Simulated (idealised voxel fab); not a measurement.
process module | voxel capacitor over wiring
cross-section cut | 160 nm wide | cells 5 nm
A cross-section is a grid of square cells, given in bands from the top down. A band is one or more rows of cells.
Each band's line starts with the height of the band's top and of its bottom, in nm. Then come its materials from left to right, each with its width in nm. One material with "throughout" fills the band from edge to edge. "air" is empty space.
Height 0 is the level under which the wafer as received is all one material. The lowest band goes on downwards, as in "0 down".
A width such as "30 to 40" changes by the same amount from each row of cells to the next, from the band's top row to its bottom row.
"no change" after a step means that no cell of the cross-section changed.
closed voids: empty space of 8 cells or more with no open way to the top, each as width x height at its distance from the left edge, in nm
after a step's settings: what the simulator itself notes on the step
overlay nm, on a step with a mask: how far to the right of its planned place the mask lay; to the left if negative
plan
1 op RECEIVE | material Si
2 op CONFORMAL_DEP | material SiO2 | thk nm 15
3 op CONFORMAL_DEP | material SiCN | thk nm 5
4 op DIRECTIONAL_DEP | material SiO2 | thk nm 20
5 op DIRECTIONAL_DEP | material aC | thk nm 15
6 op PATTERN | tone open | mask id METAL_1 | material resist | width nm 20 | pitch nm 70 | thk nm 35 | overlay nm 0
7 op DIRECTIONAL_ETCH | etch materials aC | depth nm 15
8 op STRIP | etch materials resist
9 op DIRECTIONAL_ETCH | etch materials SiO2 | depth nm 20
10 op DIRECTIONAL_ETCH | etch materials SiCN | depth nm 5
11 op STRIP | etch materials aC
12 op CONFORMAL_DEP | material TiN | thk nm 5
13 op FILL_DEP | material Cu | thk nm 5
14 op CMP | height nm 40
15 op EPI | material Ru | thk nm 5
16 op FILL_DEP | material SiCN | thk nm 5
17 op DIRECTIONAL_DEP | material lowk | thk nm 10
18 op PATTERN | tone open | mask id PLUG_1 | material resist | width nm 15 | thk nm 20 | overlay nm 0
19 op DIRECTIONAL_ETCH | etch materials lowk | depth nm 10
20 op DIRECTIONAL_ETCH | etch materials SiCN | depth nm 5
21 op STRIP | etch materials resist
22 op CONFORMAL_DEP | material TiN | thk nm 5
23 op FILL_DEP | material W | thk nm 5
24 op CMP | height nm 60
25 op DIRECTIONAL_DEP | material TiN | thk nm 5
26 op DIRECTIONAL_DEP | material SiN | thk nm 5
27 op DIRECTIONAL_DEP | material TiN | thk nm 10
28 op DIRECTIONAL_DEP | material aC | thk nm 15
29 op PATTERN | tone cover | mask id UPPER_PLATE | material resist | width nm 55 | thk nm 35 | overlay nm 0
30 op DIRECTIONAL_ETCH | etch materials aC | depth nm 15
31 op STRIP | etch materials resist
32 op DIRECTIONAL_ETCH | etch materials TiN | depth nm 10
33 op DIRECTIONAL_ETCH | etch materials SiN | depth nm 5
34 op STRIP | etch materials aC
35 op PATTERN | tone cover | mask id LOWER_PLATE | material resist | width nm 65 | thk nm 20 | overlay nm 0
36 op DIRECTIONAL_ETCH | etch materials TiN | depth nm 5
37 op STRIP | etch materials resist
38 op FILL_DEP | material SiO2 | thk nm 15
39 op CMP | height nm 90
40 op MASKED_ETCH | tone open | mask id PLUG_2 | width nm 15 | etch materials SiO2 | depth nm 10 | overlay nm 0
41 op CONFORMAL_DEP | material TiN | thk nm 5
42 op FILL_DEP | material Cu | thk nm 10
43 op CMP | height nm 90
44 op CONFORMAL_DEP | material SiN | thk nm 5
as received, after step 1
  0 down: Si throughout
  closed voids: none
a wafer at the end: this start, this plan, one mistake
  95 to 90: SiN throughout
  90 to 85: SiO2 50 | TiN 5 | Cu 5 | TiN 5 | SiO2 95
  85 to 80: SiO2 50 | TiN 15 | SiO2 95
  80 to 70: SiO2 40 | TiN 55 | SiO2 65
  70 to 65: SiO2 40 | SiN 55 | SiO2 65
  65 to 60: SiO2 35 | TiN 65 | SiO2 60
  60 to 50: lowk 40 | TiN 5 | W 5 | TiN 5 | lowk 105
  50 to 45: SiCN 40 | TiN 15 | SiCN 105
  45 to 40: SiCN 30 | Ru 30 | SiCN 40 | Ru 30 | SiCN 30
  40 to 30: SiO2 35 | TiN 5 | Cu 10 | TiN 5 | SiO2 50 | TiN 5 | Cu 10 | TiN 5 | SiO2 35
  30 to 25: SiCN 35 | TiN 20 | SiCN 50 | TiN 20 | SiCN 35
  25 to 15: SiCN throughout
  15 to 0: SiO2 throughout
  0 down: Si throughout
  closed voids: none
what went wrong: step 3 ran as: op CONFORMAL_DEP | material SiCN | thk nm 15
